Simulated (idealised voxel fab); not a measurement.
The process module presented herein is designated voxel spacer lines.
Square cells of 5 nm make up the cross-section cut, whose width is 220 nm.
Cross-section format: a grid of square cells, given as bands from top to bottom; each band is one or more rows of cells.
It is stipulated that each band's entry specify, in nanometres, the height of the top of the band and then that of its bottom, followed by the materials of the band in left-to-right sequence, each together with its width in nanometres. A single material marked by the word "everywhere" is understood to fill the band from edge to edge; the word "empty" is understood to denote empty space.
Height is counted from the level 0, under which the received wafer is composed throughout of one material. The lowest of the bands is not closed at the bottom but continues downward, in the notation "0..down".
Width: "30 to 40" (first number = top row, second number = bottom row, same change from row to row of cells).
The designation "left unchanged", where it is given for a processing step, indicates that no cell of the cross-section was altered in the course of that step.
The entry titled "Trapped void list" provides the empty spaces that have no open way to the top, restricted to those of 8 cells or more. Each is presented as width x height at distance, the distance being measured from the left edge, with all three in nm.
If you see something after the settings on a step's line, that's the simulator's own remark about that step.
overlay nm: mask right of planned place by this much (step with mask). Neg. = left.
This section lists the process steps that were planned
1: RECEIVE (material Si)
2: CONFORMAL_DEP (material Al2O3; thk nm 10)
3: DIRECTIONAL_DEP (material TiN; thk nm 10)
4: DIRECTIONAL_DEP (material aC; thk nm 20)
5: PATTERN (tone cover; mask id MANDREL; material resist; width nm 20; pitch nm 60; thk nm 30; overlay nm 0)
6: DIRECTIONAL_ETCH (etch materials aC; depth nm 20)
7: STRIP (etch materials resist)
8: CONFORMAL_DEP (material SiN; thk nm 10)
9: DIRECTIONAL_ETCH (etch materials SiN; depth nm 10)
10: STRIP (etch materials aC)
11: DIRECTIONAL_ETCH (etch materials TiN; depth nm 10)
12: STRIP (etch materials SiN)
The first wafer of two, processed as planned
Cross-section of the incoming wafer, state after step 1
- 0..down = Si everywhere
- Trapped void list: none
Cross-section through the wafer, step 2 finished
- 10..0 = Al2O3 everywhere
- Nothing below the height 0 has changed.
Cross-section through the wafer, step 3 finished
- 20..10 = TiN everywhere
- Nothing below the height 10 has changed.
Cross-section through the wafer, step 4 finished
- 40..20 = aC everywhere
- Nothing below the height 20 has changed.
Cross-section through the wafer, step 5 finished
- 70..40 = empty 40 nm / resist 20 nm / empty 40 nm / resist 20 nm / empty 40 nm / resist 20 nm / empty 40 nm
- Nothing below the height 40 has changed.
Cross-section through the wafer, step 6 finished
- 50..40 = empty 40 nm / resist 20 nm / empty 40 nm / resist 20 nm / empty 40 nm / resist 20 nm / empty 40 nm
- 40..20 = empty 40 nm / aC 20 nm / empty 40 nm / aC 20 nm / empty 40 nm / aC 20 nm / empty 40 nm
- Nothing below the height 20 has changed.
Cross-section through the wafer, step 7 finished
- 40..20 = empty 40 nm / aC 20 nm / empty 40 nm / aC 20 nm / empty 40 nm / aC 20 nm / empty 40 nm
- Nothing below the height 20 has changed.
Cross-section through the wafer, step 8 finished
- 50..40 = empty 30 nm / SiN 40 nm / empty 20 nm / SiN 40 nm / empty 20 nm / SiN 40 nm / empty 30 nm
- 40..30 = empty 30 nm / SiN 10 nm / aC 20 nm / SiN 10 nm / empty 20 nm / SiN 10 nm / aC 20 nm / SiN 10 nm / empty 20 nm / SiN 10 nm / aC 20 nm / SiN 10 nm / empty 30 nm
- 30..20 = SiN 40 nm / aC 20 nm / SiN 40 nm / aC 20 nm / SiN 40 nm / aC 20 nm / SiN 40 nm
- Nothing below the height 20 has changed.
Cross-section through the wafer, step 9 finished
- 40..20 = empty 30 nm / SiN 10 nm / aC 20 nm / SiN 10 nm / empty 20 nm / SiN 10 nm / aC 20 nm / SiN 10 nm / empty 20 nm / SiN 10 nm / aC 20 nm / SiN 10 nm / empty 30 nm
- Nothing below the height 20 has changed.
Cross-section through the wafer, step 10 finished
- 40..20 = empty 30 nm / SiN 10 nm / empty 20 nm / SiN 10 nm / empty 20 nm / SiN 10 nm / empty 20 nm / SiN 10 nm / empty 20 nm / SiN 10 nm / empty 20 nm / SiN 10 nm / empty 30 nm
- Nothing below the height 20 has changed.
Cross-section through the wafer, step 11 finished
- 40..20 = empty 30 nm / SiN 10 nm / empty 20 nm / SiN 10 nm / empty 20 nm / SiN 10 nm / empty 20 nm / SiN 10 nm / empty 20 nm / SiN 10 nm / empty 20 nm / SiN 10 nm / empty 30 nm
- 20..10 = empty 30 nm / TiN 10 nm / empty 20 nm / TiN 10 nm / empty 20 nm / TiN 10 nm / empty 20 nm / TiN 10 nm / empty 20 nm / TiN 10 nm / empty 20 nm / TiN 10 nm / empty 30 nm
- Nothing below the height 10 has changed.
Cross-section through the wafer, step 12 finished
- 20..10 = empty 30 nm / TiN 10 nm / empty 20 nm / TiN 10 nm / empty 20 nm / TiN 10 nm / empty 20 nm / TiN 10 nm / empty 20 nm / TiN 10 nm / empty 20 nm / TiN 10 nm / empty 30 nm
- Nothing below the height 10 has changed.
Regarding the second of the two wafers: it shared the first wafer's starting condition and process plan, yet one error occurred during its execution. Its history coincides with that of the first wafer up to and including step 6
Second wafer: cross-section at the scheduled end of step 7
- 40..20 = empty 40 nm / aC 20 nm / empty 40 nm / aC 20 nm / empty 40 nm / aC 20 nm / empty 40 nm
- Nothing below the height 20 has changed.
Second wafer: cross-section at the scheduled end of step 8
- 50..40 = empty 30 nm / SiN 40 nm / empty 20 nm / SiN 40 nm / empty 20 nm / SiN 40 nm / empty 30 nm
- 40..30 = empty 30 nm / SiN 10 nm / aC 20 nm / SiN 10 nm / empty 20 nm / SiN 10 nm / aC 20 nm / SiN 10 nm / empty 20 nm / SiN 10 nm / aC 20 nm / SiN 10 nm / empty 30 nm
- 30..20 = SiN 40 nm / aC 20 nm / SiN 40 nm / aC 20 nm / SiN 40 nm / aC 20 nm / SiN 40 nm
- Nothing below the height 20 has changed.
Second wafer: cross-section at the scheduled end of step 9
- 40..20 = empty 30 nm / SiN 10 nm / aC 20 nm / SiN 10 nm / empty 20 nm / SiN 10 nm / aC 20 nm / SiN 10 nm / empty 20 nm / SiN 10 nm / aC 20 nm / SiN 10 nm / empty 30 nm
- Nothing below the height 20 has changed.
Second wafer: cross-section at the scheduled end of step 10
- 40..20 = empty 30 nm / SiN 10 nm / empty 20 nm / SiN 10 nm / empty 20 nm / SiN 10 nm / empty 20 nm / SiN 10 nm / empty 20 nm / SiN 10 nm / empty 20 nm / SiN 10 nm / empty 30 nm
- Nothing below the height 20 has changed.
Second wafer: cross-section at the scheduled end of step 11
- 40..20 = empty 30 nm / SiN 10 nm / empty 20 nm / SiN 10 nm / empty 20 nm / SiN 10 nm / empty 20 nm / SiN 10 nm / empty 20 nm / SiN 10 nm / empty 20 nm / SiN 10 nm / empty 30 nm
- 20..10 = empty 30 nm / TiN 10 nm / empty 20 nm / TiN 10 nm / empty 20 nm / TiN 10 nm / empty 20 nm / TiN 10 nm / empty 20 nm / TiN 10 nm / empty 20 nm / TiN 10 nm / empty 30 nm
- Nothing below the height 10 has changed.
Second wafer: cross-section at the scheduled end of step 12
- 20..10 = empty 30 nm / TiN 10 nm / empty 20 nm / TiN 10 nm / empty 20 nm / TiN 10 nm / empty 20 nm / TiN 10 nm / empty 20 nm / TiN 10 nm / empty 20 nm / TiN 10 nm / empty 30 nm
- Nothing below the height 10 has changed.
Want to know what went wrong? step 7 in the plan was executed twice
The final cross-section is the same for the two wafers, so this model computes the same thing whether or not the mistake was made.
